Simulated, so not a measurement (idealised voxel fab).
process module | voxel released beams
Xsec cut, 190 nm wide, square cell size 5 nm.
When this document writes out a cross-section, it uses a grid of square cells and lists it as bands, beginning at the top and moving down, with a band standing for one or more rows of cells.
Each band's line starts with the height of the band's top and of its bottom, in nm. Then come its materials from left to right, each with its width in nm. One material with "all across" fills the band from edge to edge. "empty" is empty space.
Heads up on the height convention: 0 is the point under which the incoming wafer is all one material, and the lowest band has no bottom, it just keeps going down, like "0 nm and below".
Top row gets the first number, bottom row gets the second, and each row in between changes by the same step: that is how a band width like "30 to 40" works.
"nothing changed" after a step means that no cell of the cross-section changed.
Voids not open to the top, 8 cells minimum: see "Enclosed internal cavities". Written width x height at distance; distance is from the left edge; nm.
What comes after the settings on a step's line is commentary from the simulator itself on that step.
overlay nm: right-of-plan distance of the mask on a masked step; negative values mean left-of-plan.

# This section lists the process steps that were planned
| 1 | RECEIVE: material Si |
| 2 | CONFORMAL_DEP: material Al2O3, thk nm 5 |
| 3 | DIRECTIONAL_DEP: material SiO2, thk nm 20 |
| 4 | MASKED_ETCH: tone open, mask id ANCHOR, width nm 35, etch materials SiO2, depth nm 20, overlay nm 0 |
| 5 | CONFORMAL_DEP: material W, thk nm 15 |
| 6 | DIRECTIONAL_DEP: material aC, thk nm 10 |
| 7 | PATTERN: tone cover, mask id BEAM, material resist, width nm 115, thk nm 25, overlay nm 0 |
| 8 | DIRECTIONAL_ETCH: etch materials aC, depth nm 10 |
| 9 | STRIP: etch materials resist |
| 10 | DIRECTIONAL_ETCH: etch materials W, depth nm 15 |
| 11 | STRIP: etch materials aC |
| 12 | STRIP: etch materials SiO2 |

# The cross-section here shows the wafer as received, i.e. in its state after step 1
	0 nm and below: Si all across
	Enclosed internal cavities: none

# Wafer cross-section at end of module: start and plan as shown above, one execution error
	40 nm to 25 nm: empty 35, then W 115, then empty 40
	25 nm to 20 nm: Al2O3 all across
	20 nm to 0 nm: SiO2 all across
	0 nm and below: Si all across
	Enclosed internal cavities: none
It is concluded that the wafer was processed incorrectly with respect to the plan, in that order of steps 2 and 3 inverted relative to the plan
